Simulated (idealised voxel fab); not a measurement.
process module | voxel spacer lines
cross-section cut | 140 nm wide | cells 5 nm
A cross-section is a grid of square cells, given in bands from the top down. A band is one or more rows of cells.
Each band's line starts with the height of the band's top and of its bottom, in nm. Then come its materials from left to right, each with its width in nm. One material with "throughout" fills the band from edge to edge. "air" is empty space.
Height 0 is the level under which the wafer as received is all one material. The lowest band goes on downwards, as in "0 down".
A width such as "30 to 40" changes by the same amount from each row of cells to the next, from the band's top row to its bottom row.
"no change" after a step means that no cell of the cross-section changed.
closed voids: empty space of 8 cells or more with no open way to the top, each as width x height at its distance from the left edge, in nm
after a step's settings: what the simulator itself notes on the step
overlay nm, on a step with a mask: how far to the right of its planned place the mask lay; to the left if negative
plan
1 op RECEIVE | material Si
2 op CONFORMAL_DEP | material SiO2 | thk nm 5
3 op DIRECTIONAL_DEP | material W | thk nm 20
4 op DIRECTIONAL_DEP | material aC | thk nm 30
5 op PATTERN | tone cover | mask id MANDREL | material resist | width nm 25 | pitch nm 80 | thk nm 40 | overlay nm 0
6 op DIRECTIONAL_ETCH | etch materials aC | depth nm 30
7 op STRIP | etch materials resist
8 op CONFORMAL_DEP | material SiN | thk nm 15
9 op DIRECTIONAL_ETCH | etch materials SiN | depth nm 15
10 op STRIP | etch materials aC
11 op DIRECTIONAL_ETCH | etch materials W | depth nm 20
12 op STRIP | etch materials SiN
13 op FILL_DEP | material SiO2 | thk nm 5
14 op CMP | height nm 25
first wafer, as planned
as received, after step 1
  0 down: Si throughout
  closed voids: none
after step 2
  5 to 0: SiO2 throughout
  below 0: unchanged
after step 3
  25 to 5: W throughout
  below 5: unchanged
after step 4
  55 to 25: aC throughout
  below 25: unchanged
after step 5
  95 to 55: air 15 | resist 25 | air 55 | resist 25 | air 20
  below 55: unchanged
after step 6
  65 to 55: air 15 | resist 25 | air 55 | resist 25 | air 20
  55 to 25: air 15 | aC 25 | air 55 | aC 25 | air 20
  below 25: unchanged
after step 7
  55 to 25: air 15 | aC 25 | air 55 | aC 25 | air 20
  below 25: unchanged
after step 8
  70 to 55: SiN 55 | air 25 | SiN 55 | air 5
  55 to 40: SiN 15 | aC 25 | SiN 15 | air 25 | SiN 15 | aC 25 | SiN 15 | air 5
  40 to 25: SiN 15 | aC 25 | SiN 55 | aC 25 | SiN 20
  below 25: unchanged
after step 9
  55 to 25: SiN 15 | aC 25 | SiN 15 | air 25 | SiN 15 | aC 25 | SiN 15 | air 5
  below 25: unchanged
after step 10
  55 to 25: SiN 15 | air 25 | SiN 15 | air 25 | SiN 15 | air 25 | SiN 15 | air 5
  below 25: unchanged
after step 11
  55 to 25: SiN 15 | air 25 | SiN 15 | air 25 | SiN 15 | air 25 | SiN 15 | air 5
  25 to 5: W 15 | air 25 | W 15 | air 25 | W 15 | air 25 | W 15 | air 5
  below 5: unchanged
after step 12
  25 to 5: W 15 | air 25 | W 15 | air 25 | W 15 | air 25 | W 15 | air 5
  below 5: unchanged
after step 13
  30 to 25: SiO2 throughout
  25 to 5: W 15 | SiO2 25 | W 15 | SiO2 25 | W 15 | SiO2 25 | W 15 | SiO2 5
  below 5: unchanged
after step 14
  25 to 5: W 15 | SiO2 25 | W 15 | SiO2 25 | W 15 | SiO2 25 | W 15 | SiO2 5
  below 5: unchanged
second wafer: like start, like plan, one mistake. Through step 4 it matches the first wafer
when step 5 should have ended
  95 to 55: air 20 | resist 15 | air 65 | resist 15 | air 25
  below 55: unchanged
when step 6 should have ended
  65 to 55: air 20 | resist 15 | air 65 | resist 15 | air 25
  55 to 25: air 20 | aC 15 | air 65 | aC 15 | air 25
  below 25: unchanged
when step 7 should have ended
  55 to 25: air 20 | aC 15 | air 65 | aC 15 | air 25
  below 25: unchanged
when step 8 should have ended
  70 to 55: air 5 | SiN 45 | air 35 | SiN 45 | air 10
  55 to 40: air 5 | SiN 15 | aC 15 | SiN 15 | air 35 | SiN 15 | aC 15 | SiN 15 | air 10
  40 to 25: SiN 20 | aC 15 | SiN 65 | aC 15 | SiN 25
  below 25: unchanged
when step 9 should have ended
  55 to 25: air 5 | SiN 15 | aC 15 | SiN 15 | air 35 | SiN 15 | aC 15 | SiN 15 | air 10
  below 25: unchanged
when step 10 should have ended
  55 to 25: air 5 | SiN 15 | air 15 | SiN 15 | air 35 | SiN 15 | air 15 | SiN 15 | air 10
  below 25: unchanged
when step 11 should have ended
  55 to 25: air 5 | SiN 15 | air 15 | SiN 15 | air 35 | SiN 15 | air 15 | SiN 15 | air 10
  25 to 5: air 5 | W 15 | air 15 | W 15 | air 35 | W 15 | air 15 | W 15 | air 10
  below 5: unchanged
when step 12 should have ended
  25 to 5: air 5 | W 15 | air 15 | W 15 | air 35 | W 15 | air 15 | W 15 | air 10
  below 5: unchanged
when step 13 should have ended
  30 to 25: SiO2 throughout
  25 to 5: SiO2 5 | W 15 | SiO2 15 | W 15 | SiO2 35 | W 15 | SiO2 15 | W 15 | SiO2 10
  below 5: unchanged
when step 14 should have ended
  25 to 5: SiO2 5 | W 15 | SiO2 15 | W 15 | SiO2 35 | W 15 | SiO2 15 | W 15 | SiO2 10
  below 5: unchanged
what went wrong: step 5 ran as: op PATTERN | tone cover | mask id MANDREL | material resist | width nm 15 | pitch nm 80 | thk nm 40 | overlay nm 0
at the end the second wafer has, in cells: as many of each material as the first, in other places
